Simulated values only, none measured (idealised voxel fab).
Presented below is a process module, voxel double patterning.
It is cross-section cut that appears here, measuring 230 nm in width, its square cells being 5 nm in size.
Bands, listed from the top down, are how a cross-section gets written in this document; the cross-section itself is a grid of square cells, and a band is one or more rows of them.
Per band: top height and bottom height in nm, followed by the left-to-right materials and their widths in nm; "throughout" marks a single material spanning edge to edge, "empty" marks empty space.
Where do heights start? At 0: under that level the wafer as delivered is made of one material only. And the lowest band has no floor; it just carries on downward, as in "0 -> down".
It should be noted that a width expressed as "30..40" varies in equal increments from row to row of cells within the band, taking the value of the first number at the top row and that of the second number at the bottom row.
"left unchanged" means the step left every cell of the cross-section as it was.
Basically, "Voids lacking openings" tells you about the enclosed voids: empty spaces with no open way to the top, 8 cells or bigger, each written width x height at distance, where distance is from the left edge, all in nm.
That trailing text on a step's line, after the settings, is the simulator's own remark on the step.
The line of a step may include "overlay nm". On a step with a mask, this value is how far to the right of its planned place the mask lay. A negative value means the mask lay to the left.

**Steps in the process plan**
- 1: RECEIVE: material Si
- 2: CONFORMAL_DEP: material SiO2, thk nm 5
- 3: DIRECTIONAL_DEP: material TiN, thk nm 20
- 4: DIRECTIONAL_DEP: material SiCN, thk nm 10
- 5: MASKED_ETCH: tone open, mask id FIRST, width nm 15, pitch nm 50, etch materials SiCN, depth nm 10, overlay nm 0
- 6: DIRECTIONAL_DEP: material aC, thk nm 10
- 7: PATTERN: tone open, mask id SECOND, material resist, width nm 15, pitch nm 50, thk nm 25, overlay nm 0
- 8: DIRECTIONAL_ETCH: etch materials aC, depth nm 10
- 9: STRIP: etch materials resist
- 10: DIRECTIONAL_ETCH: etch materials SiCN, depth nm 10
- 11: STRIP: etch materials aC
- 12: DIRECTIONAL_ETCH: etch materials TiN, depth nm 20
- 13: STRIP: etch materials SiCN

**Incoming wafer in cross-section (state: after step 1)**
	0 -> down = Si throughout
	Voids lacking openings: none

**First of two wafers at the end of the module, shown in cross-section; run carried out as planned**
	25 -> 5 = 55 of TiN / 15 of empty / 10 of TiN / 15 of empty / 10 of TiN / 15 of empty / 10 of TiN / 15 of empty / 10 of TiN / 15 of empty / 60 of TiN
	5 -> 0 = SiO2 throughout
	0 -> down = Si throughout
	Voids lacking openings: none

**Second wafer cross-section at end of module - shared start and plan with the first, one mistake in the run**
	25 -> 0 = SiO2 throughout
	0 -> down = Si throughout
	Voids lacking openings: none
Short version of what went wrong: it should be noted that step 3 was executed with settings other than those planned, the operation and settings actually applied being DIRECTIONAL_DEP: material SiO2, thk nm 20
Bottom line after processing is that, in cells, the second wafer is up or down on some materials versus the first: +184 SiO2, -124 TiN
